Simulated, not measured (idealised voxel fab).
process module | voxel self aligned contacts
cross-section cut | 210 nm wide | cells 5 nm
A cross-section is a grid of square cells, given in bands from the top down. A band is one or more rows of cells.
Each band's line starts with the height of the band's top and of its bottom, in nm. Then come its materials from left to right, each with its width in nm. One material with "throughout" fills the band from edge to edge. "air" is empty space.
Height 0 is the level under which the wafer as received is all one material. The lowest band goes on downwards, as in "0 down".
A width such as "30 to 40" changes by the same amount from each row of cells to the next, from the band's top row to its bottom row.
"no change" after a step means that no cell of the cross-section changed.
closed voids: empty space of 8 cells or more with no open way to the top, each as width x height at its distance from the left edge, in nm
after a step's settings: what the simulator itself notes on the step
overlay nm, on a step with a mask: how far to the right of its planned place the mask lay; to the left if negative
plan
1 op RECEIVE | material Si
2 op CONFORMAL_DEP | material SiO2 | thk nm 5
3 op DIRECTIONAL_DEP | material polySi | thk nm 30
4 op DIRECTIONAL_DEP | material SiN | thk nm 20
5 op PATTERN | tone cover | mask id GATE | material resist | width nm 25 | pitch nm 50 | thk nm 15 | overlay nm 0
6 op DIRECTIONAL_ETCH | etch materials SiN | depth nm 20
7 op DIRECTIONAL_ETCH | etch materials polySi | depth nm 30
8 op STRIP | etch materials resist
9 op CONFORMAL_DEP | material SiN | thk nm 5
10 op DIRECTIONAL_ETCH | etch materials SiN | depth nm 5
11 op FILL_DEP | material SiO2 | thk nm 10
12 op CMP | height nm 60
13 op PATTERN | tone open | mask id CONTACT | material resist | width nm 35 | thk nm 15 | overlay nm 0
14 op DIRECTIONAL_ETCH | etch materials SiO2 | depth nm 60
15 op STRIP | etch materials resist
16 op CONFORMAL_DEP | material TiN | thk nm 5
17 op FILL_DEP | material Ru | thk nm 5
18 op CMP | height nm 60
19 op CONFORMAL_DEP | material SiN | thk nm 5
as received, after step 1
  0 down: Si throughout
  closed voids: none
first wafer at the end, as planned
  65 to 60: SiN throughout
  60 to 55: SiO2 85 | TiN 15 | Ru 5 | TiN 15 | SiO2 90
  55 to 35: SiO2 60 | SiN 35 | TiN 5 | Ru 5 | TiN 5 | SiN 35 | SiO2 65
  35 to 5: SiO2 60 | SiN 5 | polySi 25 | SiN 5 | TiN 5 | Ru 5 | TiN 5 | SiN 5 | polySi 25 | SiN 5 | SiO2 65
  5 to 0: SiO2 95 | TiN 15 | SiO2 100
  0 down: Si throughout
  closed voids: none
second wafer at the end: like start, like plan, one mistake
  65 to 60: SiN throughout
  60 to 50: SiO2 85 | TiN 5 to 10 | Ru 25 to 15 | TiN 5 to 10 | SiO2 90
  50 to 35: SiO2 65 | SiN 25 | TiN 5 | Ru 15 | TiN 5 | SiN 25 | SiO2 70
  35 to 5: SiO2 65 | polySi 25 | TiN 5 | Ru 15 | TiN 5 | polySi 25 | SiO2 70
  5 to 0: SiO2 90 | TiN 25 | SiO2 95
  0 down: Si throughout
  closed voids: none
what went wrong: step 9 was left out
at the end the second wafer has, in cells: 24 more of Ru | 50 fewer of SiN | 26 more of SiO2
